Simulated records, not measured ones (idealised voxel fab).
Module name: voxel local oxidation (process module)
Xsec cut, 300 nm wide, square cell size 5 nm.
Cross-section, as written here: a square-cell grid given band by band from the top down, where a band holds one or more rows of cells.
For a band, the entry starts with two heights in nm, that of the top and then that of the bottom, and carries on with the band's materials in order from left to right, each alongside its width in nm; the word "all across" beside a single material means it fills the band edge to edge, and "empty" means empty space.
A quick word on heights: they are counted from 0, and under that level the wafer as it came to us is one material throughout. The lowest band is different from the rest in having no bottom; it simply continues downward, written as in "top 0, no bottom".
So if you see something like "30..40" for the width, read it as the top row of the band sitting at the first number and the bottom row at the second, with every row in between moving by the same amount as the last.
Take "all unchanged" at face value: in the step it is given for, the cross-section changed in none of its cells.
In the "Fully sealed voids" entry, you get each enclosed empty space of 8 cells or more, one with no open way to the top, written width x height at distance, distance from the left edge, in nm.
after a step's settings: what the simulator itself notes on the step
When a step includes a mask, the "overlay nm" setting on its line states how far to the right of its planned place that mask lay, and negative values state how far to the left.
PROCESS STEPS - PLAN
| 1 | op RECEIVE | material Si |
| 2 | op CONFORMAL_DEP | material SiO2 | thk nm 5 |
| 3 | op CONFORMAL_DEP | material SiN | thk nm 15 |
| 4 | op PATTERN | tone cover | mask id ACTIVE | material resist | width nm 105 | thk nm 20 | overlay nm 0 |
| 5 | op DIRECTIONAL_ETCH | etch materials SiN | depth nm 15 |
| 6 | op STRIP | etch materials resist |
| 7 | op SELECTIVE_ETCH | etch materials SiO2 | depth nm 5 |
| 8 | op OXIDIZE | depth nm 10 |
| 9 | op STRIP | etch materials SiN |
SHOWN IN CROSS-SECTION IS THE WAFER AS RECEIVED, THAT IS, AS IT STANDS AFTER STEP 1
* top 0, no bottom  Si all across
* Fully sealed voids: none
END-OF-MODULE CROSS-SECTION OF THE FIRST OF TWO WAFERS, PROCESSED AS PLANNED
* top 5, bottom 0  empty (100) | SiO2 (95) | empty (105)
* top 0, bottom -10  SiO2 (110) | Si (75) | SiO2 (115)
* top -10, no bottom  Si all across
* Fully sealed voids: none
SAME START, SAME PLAN AS THE FIRST WAFER - BUT ONE MISTAKE IN THE RUN. CROSS-SECTION OF THE SECOND OF THE TWO AT THE END OF THE MODULE
* top 20, bottom 5  empty (95) | SiN (105) | empty (100)
* top 5, bottom 0  empty (100) | SiO2 (95) | empty (105)
* top 0, bottom -10  SiO2 (110) | Si (75) | SiO2 (115)
* top -10, no bottom  Si all across
* Fully sealed voids: none
Deviation noted in wafer processing: step 9 of the plan was jumped over and never run
Final comparison by cell count, materials where the second wafer has more or fewer than the first: 63 more of SiN
